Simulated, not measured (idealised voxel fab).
A process module follows: voxel ribs on slabs.
Section shown: cut. Width: 165 nm. Cell size: 5 nm, square.
How to read a cross-section here: the picture is a grid of square cells, written as bands going from the top down, and any band can span one or more rows of cells.
Band: top and bottom heights (nm) first, top before bottom; then materials from left to right, widths in nm. "all across" marks a sole material filling the band edge to edge. "air" denotes empty space.
Height reference: 0 = level under which incoming wafer is all one material. Lowest band: no bottom, runs on downward, e.g. "0 -> down".
Graded width ("30->40"): value in top row of band = first number; value in bottom row = second number; row-to-row change constant.
Basically "no modification" means that step didn't change any cell in the cross-section.
The entry "Fully closed voids" lists the empty spaces that cover at least 8 cells and have no open path to the top. Each is written as width x height at distance, where the distance is measured from the left edge and all three values are in nm.
Whatever follows a step's settings on its line is a remark the simulator itself makes about that step.
"overlay nm" denotes, for a step that has a mask, the displacement of the mask to the right of its planned place, with negative values corresponding to the left.

## The planned process steps are enumerated hereunder
1,RECEIVE,material Si
2,DIRECTIONAL_DEP,material SiO2,thk nm 25
3,DIRECTIONAL_DEP,material SiN,thk nm 15
4,MASKED_ETCH,tone cover,mask id RIB,width nm 25,etch materials SiN,depth nm 5,overlay nm 0
5,PATTERN,tone cover,mask id SLAB,material resist,width nm 55,thk nm 20,overlay nm 0
6,DIRECTIONAL_ETCH,etch materials SiN,depth nm 10
7,STRIP,etch materials resist
8,FILL_DEP,material SiO2,thk nm 15
9,CMP,height nm 50
10,DIRECTIONAL_DEP,material TiN,thk nm 5
11,PATTERN,tone cover,mask id HEATER,material resist,width nm 35,thk nm 20,overlay nm 0
12,DIRECTIONAL_ETCH,etch materials TiN,depth nm 5
13,STRIP,etch materials resist
14,CONFORMAL_DEP,material SiN,thk nm 10

## So this is the incoming wafer in cross-section - it's already been through step 1
0 -> down: Si all across
Fully closed voids: none

## Look at the cross-section after the module: the wafer started out the way shown above and the plan was the one shown above, yet one mistake was made along the way
60 -> 55: air (55)  SiN (55)  air (55)
55 -> 50: SiN all across
50 -> 45: SiN (65)  TiN (35)  SiN (65)
45 -> 40: SiO2 all across
40 -> 35: SiO2 (70)  SiN (25)  SiO2 (70)
35 -> 25: SiO2 (55)  SiN (55)  SiO2 (55)
25 -> 0: SiO2 all across
0 -> down: Si all across
Fully closed voids: none
Plan not followed: step 9: run off-plan, actual operation and settings CMP,height nm 45
